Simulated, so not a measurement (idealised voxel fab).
The document below concerns the process module designated voxel capacitor over wiring.
Section cut is 270 nm wide and gridded with 5 nm square cells.
We lay out every cross-section as a grid of square cells and spell it out in bands from the top down, where one band means one or more rows of cells. It is stipulated that each band's entry specify, in nanometres, the height of the top of the band and then that of its bottom, followed by the materials of the band in left-to-right sequence, each together with its width in nanometres. A single material marked by the word "throughout" is understood to fill the band from edge to edge; the word "empty" is understood to denote empty space. Convention: height 0 is the level below which the wafer, as received, is all one material. The lowest band does not terminate at the bottom but continues downward, represented as "0 nm and below". With a width like "30..40", each row of cells in the band differs from the next by the same amount, the top row carrying the first number and the bottom row the second. A step reported as "same as before" is a step in which no cell of the cross-section changed. What "Closed void inventory" gives you is every empty space of 8 cells or more that is cut off from the top. Each appears as width x height at distance, with the distance taken from the left edge and width, height and distance all in nm. Where a step's line continues beyond its settings, the continuation is a remark by the simulator itself on that step. "overlay nm" denotes, for a step that has a mask, the displacement of the mask to the right of its planned place, with negative values corresponding to the left.

Process steps foreseen in the plan:
step 1: op RECEIVE | material Si
step 2: op CONFORMAL_DEP | material SiO2 | thk nm 15
step 3: op CONFORMAL_DEP | material SiCN | thk nm 5
step 4: op DIRECTIONAL_DEP | material SiO2 | thk nm 20
step 5: op PATTERN | tone open | mask id METAL_1 | material resist | width nm 30 | pitch nm 80 | thk nm 20 | overlay nm 0
step 6: op DIRECTIONAL_ETCH | etch materials SiO2 | depth nm 20
step 7: op DIRECTIONAL_ETCH | etch materials SiCN | depth nm 5
step 8: op STRIP | etch materials resist
step 9: op CONFORMAL_DEP | material TiN | thk nm 5
step 10: op FILL_DEP | material Cu | thk nm 5
step 11: op CMP | height nm 40
step 12: op EPI | material Ru | thk nm 5
step 13: op FILL_DEP | material SiCN | thk nm 5
step 14: op DIRECTIONAL_DEP | material lowk | thk nm 20
step 15: op PATTERN | tone open | mask id PLUG_1 | material resist | width nm 15 | thk nm 15 | overlay nm 0
step 16: op DIRECTIONAL_ETCH | etch materials lowk | depth nm 20
step 17: op DIRECTIONAL_ETCH | etch materials SiCN | depth nm 5
step 18: op STRIP | etch materials resist
step 19: op EPI | material Ru | thk nm 10
step 20: op EPI | material Ru | thk nm 10
step 21: op EPI | material Ru | thk nm 5
step 22: op DIRECTIONAL_DEP | material TiN | thk nm 5
step 23: op DIRECTIONAL_DEP | material Al2O3 | thk nm 5
step 24: op DIRECTIONAL_DEP | material TiN | thk nm 10
step 25: op DIRECTIONAL_DEP | material aC | thk nm 15
step 26: op PATTERN | tone cover | mask id UPPER_PLATE | material resist | width nm 55 | thk nm 35 | overlay nm 0
step 27: op DIRECTIONAL_ETCH | etch materials aC | depth nm 15
step 28: op STRIP | etch materials resist
step 29: op DIRECTIONAL_ETCH | etch materials TiN | depth nm 10
step 30: op DIRECTIONAL_ETCH | etch materials Al2O3 | depth nm 5
step 31: op STRIP | etch materials aC
step 32: op MASKED_ETCH | tone cover | mask id LOWER_PLATE | width nm 65 | etch materials TiN | depth nm 5 | overlay nm 0
step 33: op FILL_DEP | material SiO2 | thk nm 20
step 34: op CMP | height nm 105
step 35: op PATTERN | tone open | mask id PLUG_2 | material resist | width nm 15 | thk nm 15 | overlay nm 0
step 36: op DIRECTIONAL_ETCH | etch materials SiO2 | depth nm 15
step 37: op STRIP | etch materials resist
step 38: op CONFORMAL_DEP | material TiN | thk nm 5
step 39: op FILL_DEP | material W | thk nm 10
step 40: op CMP | height nm 105
step 41: op CONFORMAL_DEP | material SiN | thk nm 5

The first of the two wafers, which ran as planned:

Shown in cross-section is the wafer as received, that is, as it stands after step 1:
> 0 nm and below | Si throughout
> Closed void inventory: none

Step 2 done - wafer cross-section:
> 15 nm to 0 nm | SiO2 throughout
> Below 0, the layers are the same as they were.

Step 3 done - wafer cross-section:
> 20 nm to 15 nm | SiCN throughout
> Below 15, the layers are the same as they were.

Step 4 done - wafer cross-section:
> 40 nm to 20 nm | SiO2 throughout
> Below 20, the layers are the same as they were.

Step 5 done - wafer cross-section:
> 60 nm to 40 nm | 80 of resist; 30 of empty; 50 of resist; 30 of empty; 80 of resist
> Below 40, the layers are the same as they were.

Step 6 done - wafer cross-section:
> 60 nm to 40 nm | 80 of resist; 30 of empty; 50 of resist; 30 of empty; 80 of resist
> 40 nm to 20 nm | 80 of SiO2; 30 of empty; 50 of SiO2; 30 of empty; 80 of SiO2
> Below 20, the layers are the same as they were.

Step 7 done - wafer cross-section:
> 60 nm to 40 nm | 80 of resist; 30 of empty; 50 of resist; 30 of empty; 80 of resist
> 40 nm to 20 nm | 80 of SiO2; 30 of empty; 50 of SiO2; 30 of empty; 80 of SiO2
> 20 nm to 15 nm | 80 of SiCN; 30 of empty; 50 of SiCN; 30 of empty; 80 of SiCN
> Below 15, the layers are the same as they were.

Step 8 done - wafer cross-section:
> 40 nm to 20 nm | 80 of SiO2; 30 of empty; 50 of SiO2; 30 of empty; 80 of SiO2
> Below 20, the layers are the same as they were.

Step 9 done - wafer cross-section:
> 45 nm to 40 nm | 85 of TiN; 20 of empty; 60 of TiN; 20 of empty; 85 of TiN
> 40 nm to 20 nm | 80 of SiO2; 5 of TiN; 20 of empty; 5 of TiN; 50 of SiO2; 5 of TiN; 20 of empty; 5 of TiN; 80 of SiO2
> 20 nm to 15 nm | 80 of SiCN; 30 of TiN; 50 of SiCN; 30 of TiN; 80 of SiCN
> Below 15, the layers are the same as they were.

Step 10 done - wafer cross-section:
> 50 nm to 45 nm | Cu throughout
> 45 nm to 40 nm | 85 of TiN; 20 of Cu; 60 of TiN; 20 of Cu; 85 of TiN
> 40 nm to 20 nm | 80 of SiO2; 5 of TiN; 20 of Cu; 5 of TiN; 50 of SiO2; 5 of TiN; 20 of Cu; 5 of TiN; 80 of SiO2
> Below 20, the layers are the same as they were.

Step 11 done - wafer cross-section:
> 40 nm to 20 nm | 80 of SiO2; 5 of TiN; 20 of Cu; 5 of TiN; 50 of SiO2; 5 of TiN; 20 of Cu; 5 of TiN; 80 of SiO2
> Below 20, the layers are the same as they were.

Step 12 done - wafer cross-section:
> 45 nm to 40 nm | 75 of empty; 40 of Ru; 40 of empty; 40 of Ru; 75 of empty
> Below 40, the layers are the same as they were.

Step 13 done - wafer cross-section:
> 50 nm to 45 nm | SiCN throughout
> 45 nm to 40 nm | 75 of SiCN; 40 of Ru; 40 of SiCN; 40 of Ru; 75 of SiCN
> Below 40, the layers are the same as they were.

Step 14 done - wafer cross-section:
> 70 nm to 50 nm | lowk throughout
> Below 50, the layers are the same as they were.

Step 15 done - wafer cross-section:
> 85 nm to 70 nm | 95 of resist; 15 of empty; 160 of resist
> Below 70, the layers are the same as they were.

Step 16 done - wafer cross-section:
> 85 nm to 70 nm | 95 of resist; 15 of empty; 160 of resist
> 70 nm to 50 nm | 95 of lowk; 15 of empty; 160 of lowk
> Below 50, the layers are the same as they were.

Step 17 done - wafer cross-section:
> 85 nm to 70 nm | 95 of resist; 15 of empty; 160 of resist
> 70 nm to 50 nm | 95 of lowk; 15 of empty; 160 of lowk
> 50 nm to 45 nm | 95 of SiCN; 15 of empty; 160 of SiCN
> Below 45, the layers are the same as they were.

Step 18 done - wafer cross-section:
> 70 nm to 50 nm | 95 of lowk; 15 of empty; 160 of lowk
> Below 50, the layers are the same as they were.

Step 19 done - wafer cross-section:
> 70 nm to 55 nm | 95 of lowk; 15 of empty; 160 of lowk
> 55 nm to 50 nm | 95 of lowk; 15 of Ru; 160 of lowk
> 50 nm to 45 nm | 95 of SiCN; 15 of Ru; 160 of SiCN
> Below 45, the layers are the same as they were.

Step 20 done - wafer cross-section:
> 70 nm to 65 nm | 95 of lowk; 15 of empty; 160 of lowk
> 65 nm to 50 nm | 95 of lowk; 15 of Ru; 160 of lowk
> Below 50, the layers are the same as they were.

Step 21 done - wafer cross-section:
> 70 nm to 50 nm | 95 of lowk; 15 of Ru; 160 of lowk
> Below 50, the layers are the same as they were.

Step 22 done - wafer cross-section:
> 75 nm to 70 nm | TiN throughout
> Below 70, the layers are the same as they were.

Step 23 done - wafer cross-section:
> 80 nm to 75 nm | Al2O3 throughout
> Below 75, the layers are the same as they were.

Step 24 done - wafer cross-section:
> 90 nm to 80 nm | TiN throughout
> Below 80, the layers are the same as they were.

Step 25 done - wafer cross-section:
> 105 nm to 90 nm | aC throughout
> Below 90, the layers are the same as they were.

Step 26 done - wafer cross-section:
> 140 nm to 105 nm | 95 of empty; 55 of resist; 120 of empty
> Below 105, the layers are the same as they were.

Step 27 done - wafer cross-section:
> 125 nm to 105 nm | 95 of empty; 55 of resist; 120 of empty
> 105 nm to 90 nm | 95 of empty; 55 of aC; 120 of empty
> Below 90, the layers are the same as they were.

Step 28 done - wafer cross-section:
> 105 nm to 90 nm | 95 of empty; 55 of aC; 120 of empty
> Below 90, the layers are the same as they were.

Step 29 done - wafer cross-section:
> 105 nm to 90 nm | 95 of empty; 55 of aC; 120 of empty
> 90 nm to 80 nm | 95 of empty; 55 of TiN; 120 of empty
> Below 80, the layers are the same as they were.

Step 30 done - wafer cross-section:
> 105 nm to 90 nm | 95 of empty; 55 of aC; 120 of empty
> 90 nm to 80 nm | 95 of empty; 55 of TiN; 120 of empty
> 80 nm to 75 nm | 95 of empty; 55 of Al2O3; 120 of empty
> Below 75, the layers are the same as they were.

Step 31 done - wafer cross-section:
> 90 nm to 80 nm | 95 of empty; 55 of TiN; 120 of empty
> Below 80, the layers are the same as they were.

Step 32 done - wafer cross-section:
> 90 nm to 80 nm | 95 of empty; 55 of TiN; 120 of empty
> 80 nm to 75 nm | 95 of empty; 55 of Al2O3; 120 of empty
> 75 nm to 70 nm | 90 of empty; 65 of TiN; 115 of empty
> Below 70, the layers are the same as they were.

Step 33 done - wafer cross-section:
> 110 nm to 90 nm | SiO2 throughout
> 90 nm to 80 nm | 95 of SiO2; 55 of TiN; 120 of SiO2
> 80 nm to 75 nm | 95 of SiO2; 55 of Al2O3; 120 of SiO2
> 75 nm to 70 nm | 90 of SiO2; 65 of TiN; 115 of SiO2
> Below 70, the layers are the same as they were.

Step 34 done - wafer cross-section:
> 105 nm to 90 nm | SiO2 throughout
> Below 90, the layers are the same as they were.

Step 35 done - wafer cross-section:
> 120 nm to 105 nm | 105 of resist; 15 of empty; 150 of resist
> Below 105, the layers are the same as they were.

Step 36 done - wafer cross-section:
> 120 nm to 105 nm | 105 of resist; 15 of empty; 150 of resist
> 105 nm to 90 nm | 105 of SiO2; 15 of empty; 150 of SiO2
> Below 90, the layers are the same as they were.

Step 37 done - wafer cross-section:
> 105 nm to 90 nm | 105 of SiO2; 15 of empty; 150 of SiO2
> Below 90, the layers are the same as they were.

Step 38 done - wafer cross-section:
> 110 nm to 105 nm | 110 of TiN; 5 of empty; 155 of TiN
> 105 nm to 95 nm | 105 of SiO2; 5 of TiN; 5 of empty; 5 of TiN; 150 of SiO2
> 95 nm to 90 nm | 105 of SiO2; 15 of TiN; 150 of SiO2
> Below 90, the layers are the same as they were.

Step 39 done - wafer cross-section:
> 120 nm to 110 nm | W throughout
> 110 nm to 105 nm | 110 of TiN; 5 of W; 155 of TiN
> 105 nm to 95 nm | 105 of SiO2; 5 of TiN; 5 of W; 5 of TiN; 150 of SiO2
> Below 95, the layers are the same as they were.

Step 40 done - wafer cross-section:
> 105 nm to 95 nm | 105 of SiO2; 5 of TiN; 5 of W; 5 of TiN; 150 of SiO2
> Below 95, the layers are the same as they were.

Step 41 done - wafer cross-section:
> 110 nm to 105 nm | SiN throughout
> Below 105, the layers are the same as they were.

Wafer two. Identical start, identical plan. One mistake in execution. Identical history through step 12:

The second wafer cut through, at the time step 13 was supposed to be finished:
> 50 nm to 40 nm | Ru throughout
> Below 40, the layers are the same as they were.

The second wafer cut through, at the time step 14 was supposed to be finished:
> 70 nm to 50 nm | lowk throughout
> Below 50, the layers are the same as they were.

The second wafer cut through, at the time step 15 was supposed to be finished:
> 85 nm to 70 nm | 95 of resist; 15 of empty; 160 of resist
> Below 70, the layers are the same as they were.

The second wafer cut through, at the time step 16 was supposed to be finished:
> 85 nm to 70 nm | 95 of resist; 15 of empty; 160 of resist
> 70 nm to 50 nm | 95 of lowk; 15 of empty; 160 of lowk
> Below 50, the layers are the same as they were.

The second wafer cut through, at the time step 17 was supposed to be finished: same as before

The second wafer cut through, at the time step 18 was supposed to be finished:
> 70 nm to 50 nm | 95 of lowk; 15 of empty; 160 of lowk
> Below 50, the layers are the same as they were.

The second wafer cut through, at the time step 19 was supposed to be finished:
> 70 nm to 60 nm | 95 of lowk; 15 of empty; 160 of lowk
> 60 nm to 50 nm | 95 of lowk; 15 of Ru; 160 of lowk
> Below 50, the layers are the same as they were.

The second wafer cut through, at the time step 20 was supposed to be finished:
> 70 nm to 50 nm | 95 of lowk; 15 of Ru; 160 of lowk
> Below 50, the layers are the same as they were.

The second wafer cut through, at the time step 21 was supposed to be finished:
> 75 nm to 70 nm | 90 of empty; 25 of Ru; 155 of empty
> Below 70, the layers are the same as they were.

The second wafer cut through, at the time step 22 was supposed to be finished:
> 80 nm to 75 nm | 90 of empty; 25 of TiN; 155 of empty
> 75 nm to 70 nm | 90 of TiN; 25 of Ru; 155 of TiN
> Below 70, the layers are the same as they were.

The second wafer cut through, at the time step 23 was supposed to be finished:
> 85 nm to 80 nm | 90 of empty; 25 of Al2O3; 155 of empty
> 80 nm to 75 nm | 90 of Al2O3; 25 of TiN; 155 of Al2O3
> Below 75, the layers are the same as they were.

The second wafer cut through, at the time step 24 was supposed to be finished:
> 95 nm to 90 nm | 90 of empty; 25 of TiN; 155 of empty
> 90 nm to 85 nm | TiN throughout
> 85 nm to 80 nm | 90 of TiN; 25 of Al2O3; 155 of TiN
> Below 80, the layers are the same as they were.

The second wafer cut through, at the time step 25 was supposed to be finished:
> 110 nm to 105 nm | 90 of empty; 25 of aC; 155 of empty
> 105 nm to 95 nm | aC throughout
> 95 nm to 90 nm | 90 of aC; 25 of TiN; 155 of aC
> Below 90, the layers are the same as they were.

The second wafer cut through, at the time step 26 was supposed to be finished:
> 145 nm to 110 nm | 95 of empty; 55 of resist; 120 of empty
> 110 nm to 105 nm | 90 of empty; 25 of aC; 35 of resist; 120 of empty
> Below 105, the layers are the same as they were.

The second wafer cut through, at the time step 27 was supposed to be finished:
> 130 nm to 110 nm | 95 of empty; 55 of resist; 120 of empty
> 110 nm to 105 nm | 95 of empty; 20 of aC; 35 of resist; 120 of empty
> 105 nm to 95 nm | 95 of empty; 55 of aC; 120 of empty
> 95 nm to 90 nm | 90 of empty; 25 of TiN; 35 of aC; 120 of empty
> Below 90, the layers are the same as they were.

The second wafer cut through, at the time step 28 was supposed to be finished:
> 110 nm to 105 nm | 95 of empty; 20 of aC; 155 of empty
> Below 105, the layers are the same as they were.

The second wafer cut through, at the time step 29 was supposed to be finished:
> 110 nm to 105 nm | 95 of empty; 20 of aC; 155 of empty
> 105 nm to 95 nm | 95 of empty; 55 of aC; 120 of empty
> 95 nm to 90 nm | 95 of empty; 20 of TiN; 35 of aC; 120 of empty
> 90 nm to 85 nm | 95 of empty; 55 of TiN; 120 of empty
> 85 nm to 80 nm | 90 of empty; 25 of Al2O3; 35 of TiN; 120 of empty
> Below 80, the layers are the same as they were.

The second wafer cut through, at the time step 30 was supposed to be finished:
> 110 nm to 105 nm | 95 of empty; 20 of aC; 155 of empty
> 105 nm to 95 nm | 95 of empty; 55 of aC; 120 of empty
> 95 nm to 90 nm | 95 of empty; 20 of TiN; 35 of aC; 120 of empty
> 90 nm to 85 nm | 95 of empty; 55 of TiN; 120 of empty
> 85 nm to 80 nm | 95 of empty; 20 of Al2O3; 35 of TiN; 120 of empty
> 80 nm to 75 nm | 90 of empty; 25 of TiN; 35 of Al2O3; 120 of empty
> Below 75, the layers are the same as they were.

The second wafer cut through, at the time step 31 was supposed to be finished:
> 95 nm to 85 nm | 95 of empty; 20..55 of TiN; 155..120 of empty
> Below 85, the layers are the same as they were.

The second wafer cut through, at the time step 32 was supposed to be finished:
> 95 nm to 85 nm | 95 of empty; 20..55 of TiN; 155..120 of empty
> 85 nm to 80 nm | 95 of empty; 20 of Al2O3; 35 of TiN; 120 of empty
> 80 nm to 75 nm | 90 of empty; 25 of TiN; 35 of Al2O3; 120 of empty
> 75 nm to 70 nm | 90 of empty; 25 of Ru; 40 of TiN; 115 of empty
> Below 70, the layers are the same as they were.

The second wafer cut through, at the time step 33 was supposed to be finished:
> 115 nm to 95 nm | SiO2 throughout
> 95 nm to 85 nm | 95 of SiO2; 20..55 of TiN; 155..120 of SiO2
> 85 nm to 80 nm | 95 of SiO2; 20 of Al2O3; 35 of TiN; 120 of SiO2
> 80 nm to 75 nm | 90 of SiO2; 25 of TiN; 35 of Al2O3; 120 of SiO2
> 75 nm to 70 nm | 90 of SiO2; 25 of Ru; 40 of TiN; 115 of SiO2
> Below 70, the layers are the same as they were.

The second wafer cut through, at the time step 34 was supposed to be finished:
> 105 nm to 95 nm | SiO2 throughout
> Below 95, the layers are the same as they were.

The second wafer cut through, at the time step 35 was supposed to be finished:
> 120 nm to 105 nm | 105 of resist; 15 of empty; 150 of resist
> Below 105, the layers are the same as they were.

The second wafer cut through, at the time step 36 was supposed to be finished:
> 120 nm to 105 nm | 105 of resist; 15 of empty; 150 of resist
> 105 nm to 95 nm | 105 of SiO2; 15 of empty; 150 of SiO2
> 95 nm to 90 nm | 95 of SiO2; 20 of TiN; 5 of empty; 150 of SiO2
> Below 90, the layers are the same as they were.

The second wafer cut through, at the time step 37 was supposed to be finished:
> 105 nm to 95 nm | 105 of SiO2; 15 of empty; 150 of SiO2
> Below 95, the layers are the same as they were.

The second wafer cut through, at the time step 38 was supposed to be finished:
> 110 nm to 105 nm | 110 of TiN; 5 of empty; 155 of TiN
> 105 nm to 100 nm | 105 of SiO2; 5 of TiN; 5 of empty; 5 of TiN; 150 of SiO2
> 100 nm to 90 nm | 105..95 of SiO2; 15..25 of TiN; 150 of SiO2
> Below 90, the layers are the same as they were.

The second wafer cut through, at the time step 39 was supposed to be finished:
> 120 nm to 110 nm | W throughout
> 110 nm to 105 nm | 110 of TiN; 5 of W; 155 of TiN
> 105 nm to 100 nm | 105 of SiO2; 5 of TiN; 5 of W; 5 of TiN; 150 of SiO2
> Below 100, the layers are the same as they were.

The second wafer cut through, at the time step 40 was supposed to be finished:
> 105 nm to 100 nm | 105 of SiO2; 5 of TiN; 5 of W; 5 of TiN; 150 of SiO2
> Below 100, the layers are the same as they were.

The second wafer cut through, at the time step 41 was supposed to be finished:
> 110 nm to 105 nm | SiN throughout
> Below 105, the layers are the same as they were.
What went wrong in running the wafer? step 13 did not use the planned setting and instead ran as op FILL_DEP | material Ru | thk nm 5
In the final state, the cell counts of the second wafer exceed or fall short of those of the first for the following materials: +94 Ru | -89 SiCN | -3 SiO2 | -1 TiN | -1 W
